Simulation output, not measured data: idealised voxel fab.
process module | voxel ribs on slabs
cross-section cut | 145 nm wide | cells 5 nm
A cross-section is a grid of square cells, given in bands from the top down. A band is one or more rows of cells.
Each band's line starts with the height of the band's top and of its bottom, in nm. Then come its materials from left to right, each with its width in nm. One material with "throughout" fills the band from edge to edge. "air" is empty space.
Height 0 is the level under which the wafer as received is all one material. The lowest band goes on downwards, as in "0 down".
A width such as "30 to 40" changes by the same amount from each row of cells to the next, from the band's top row to its bottom row.
"no change" after a step means that no cell of the cross-section changed.
closed voids: empty space of 8 cells or more with no open way to the top, each as width x height at its distance from the left edge, in nm
after a step's settings: what the simulator itself notes on the step
overlay nm, on a step with a mask: how far to the right of its planned place the mask lay; to the left if negative
plan
1 op RECEIVE | material Si
2 op DIRECTIONAL_DEP | material SiO2 | thk nm 30
3 op DIRECTIONAL_DEP | material polySi | thk nm 20
4 op DIRECTIONAL_DEP | material aC | thk nm 5
5 op PATTERN | tone cover | mask id RIB | material resist | width nm 30 | thk nm 35 | overlay nm 0
6 op DIRECTIONAL_ETCH | etch materials aC | depth nm 15
7 op STRIP | etch materials resist
8 op DIRECTIONAL_ETCH | etch materials polySi | depth nm 15
9 op STRIP | etch materials aC
10 op PATTERN | tone cover | mask id SLAB | material resist | width nm 90 | thk nm 15 | overlay nm 0
11 op DIRECTIONAL_ETCH | etch materials polySi | depth nm 5
12 op STRIP | etch materials resist
13 op FILL_DEP | material SiO2 | thk nm 25
14 op CMP | height nm 70
15 op DIRECTIONAL_DEP | material TiN | thk nm 5
16 op PATTERN | tone cover | mask id HEATER | material resist | width nm 40 | thk nm 15 | overlay nm 0
17 op DIRECTIONAL_ETCH | etch materials TiN | depth nm 5
18 op STRIP | etch materials resist
19 op CONFORMAL_DEP | material SiO2 | thk nm 10
varied across the wafers: thk nm of step 4. The plan shows the first wafer's value. All wafers start alike
first wafer as received, after step 1
  0 down: Si throughout
  closed voids: none
first wafer at the end, after step 19
  85 to 80: air 40 | SiO2 60 | air 45
  80 to 75: SiO2 throughout
  75 to 70: SiO2 50 | TiN 40 | SiO2 55
  70 to 50: SiO2 throughout
  50 to 35: SiO2 55 | polySi 30 | SiO2 60
  35 to 30: SiO2 25 | polySi 90 | SiO2 30
  30 to 0: SiO2 throughout
  0 down: Si throughout
  closed voids: none
last wafer at the end
  85 to 80: air 40 | SiO2 60 | air 45
  80 to 75: SiO2 throughout
  75 to 70: SiO2 50 | TiN 40 | SiO2 55
  70 to 50: SiO2 throughout
  50 to 45: SiO2 25 | polySi 90 | SiO2 30
  45 to 30: polySi throughout
  30 to 0: SiO2 throughout
  0 down: Si throughout
  closed voids: none
each wafer at the end: cells of each material gained (+) or lost (-) since it was received, then its closed voids
thk nm 5 | +432 SiO2 | +8 TiN | +36 polySi | closed voids: none
thk nm 10 | +432 SiO2 | +8 TiN | +36 polySi | closed voids: none
thk nm 15 | +432 SiO2 | +8 TiN | +36 polySi | closed voids: none
thk nm 20 | +363 SiO2 | +8 TiN | +105 polySi | closed voids: none
thk nm 25 | +363 SiO2 | +8 TiN | +105 polySi | closed voids: none
thk nm 30 | +363 SiO2 | +8 TiN | +105 polySi | closed voids: none
